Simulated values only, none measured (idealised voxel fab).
Herein follows the process module entitled voxel gate over fins.
Shown is cross-section cut, with a width of 265 nm and square cells of size 5 nm.
A cross-section is a grid of square cells, given in bands from the top down. A band is one or more rows of cells. Band: top and bottom heights (nm) first, top before bottom; then materials from left to right, widths in nm. "full width" marks a sole material filling the band edge to edge. "air" denotes empty space. Height datum 0, below which the as-received substrate wafer is one material. Lowest band open at the bottom, running downward: "0 down". Read "30..40" as a graded width: first number on top, second number at the bottom, same change between each pair of neighbouring rows. Given "nothing altered" for a step, no cell of the cross-section differs between before and after that step. In the "Fully closed voids" entry, you get each enclosed empty space of 8 cells or more, one with no open way to the top, written width x height at distance, distance from the left edge, in nm. It should be noted that, on the line of a given step, the content following the step's settings is a remark produced by the simulator itself with respect to that step. overlay nm: how far to the right of its planned place the mask lay on this masked step (negative: to the left).
**So here's the lineup of process steps we planned**
1) RECEIVE [material Si]
2) CONFORMAL_DEP [material SiN] [thk nm 5]
3) MASKED_ETCH [tone cover] [mask id FINS] [width nm 15] [pitch nm 50] [etch materials SiN] [depth nm 5] [overlay nm 0]
4) MASKED_ETCH [tone cover] [mask id FINS] [width nm 15] [pitch nm 50] [etch materials Si] [depth nm 35] [overlay nm 0]
5) FILL_DEP [material SiO2] [thk nm 5]
6) CMP [height nm 5]
7) DIRECTIONAL_DEP [material aC] [thk nm 15]
8) PATTERN [tone open] [mask id RAIL] [material resist] [width nm 15] [thk nm 35] [overlay nm 0]
9) DIRECTIONAL_ETCH [etch materials aC] [depth nm 15]
10) STRIP [etch materials resist]
11) DIRECTIONAL_ETCH [etch materials SiO2] [depth nm 35]
12) STRIP [etch materials aC]
13) CONFORMAL_DEP [material TiN] [thk nm 5]
14) FILL_DEP [material W] [thk nm 5]
15) CMP [height nm 5]
16) SELECTIVE_ETCH [etch materials W Ru TiN] [depth nm 30]
17) FILL_DEP [material SiO2] [thk nm 5]
18) CMP [height nm 5]
19) SELECTIVE_ETCH [etch materials SiO2] [depth nm 20]
20) STRIP [etch materials SiN]
21) CONFORMAL_DEP [material HfO2] [thk nm 5]
22) CONFORMAL_DEP [material TiN] [thk nm 5]
23) FILL_DEP [material W] [thk nm 15]
24) CMP [height nm 20]
25) CONFORMAL_DEP [material SiN] [thk nm 10]
**This is the cross-section of the wafer as we received it, i.e. after step 1**
  0 down | Si full width
  Fully closed voids: none
**Cross-section, end of module. Start: as above. Plan: as above. Execution: one mistake**
  35 to 20 | SiN full width
  20 to 10 | W full width
  10 to 5 | W 65  TiN 35  W 15  TiN 35  W 15  TiN 35  W 65
  5 to 0 | W 65  TiN 5  HfO2 25  TiN 5  W 15  TiN 5  HfO2 25  TiN 5  W 15  TiN 5  HfO2 25  TiN 5  W 65
  0 to -5 | W 65  TiN 5  HfO2 5  Si 15  HfO2 5  TiN 5  W 15  TiN 5  HfO2 5  Si 15  HfO2 5  TiN 5  W 15  TiN 5  HfO2 5  Si 15  HfO2 5  TiN 5  W 65
  -5 to -10 | TiN 70  HfO2 5  Si 15  HfO2 5  TiN 25  HfO2 5  Si 15  HfO2 5  TiN 25  HfO2 5  Si 15  HfO2 5  TiN 70
  -10 to -15 | HfO2 75  Si 15  HfO2 35  Si 15  HfO2 35  Si 15  HfO2 75
  -15 to -25 | SiO2 75  Si 15  SiO2 35  Si 15  SiO2 35  Si 15  SiO2 75
  -25 to -30 | SiO2 75  Si 15  SiO2 10  TiN 15  SiO2 10  Si 15  SiO2 35  Si 15  SiO2 75
  -30 to -35 | SiO2 75  Si 15  SiO2 35  Si 15  SiO2 35  Si 15  SiO2 75
  -35 down | Si full width
  Fully closed voids: none
Here's what went sideways: step 25 did not happen as planned, as run it was CONFORMAL_DEP [material SiN] [thk nm 15]
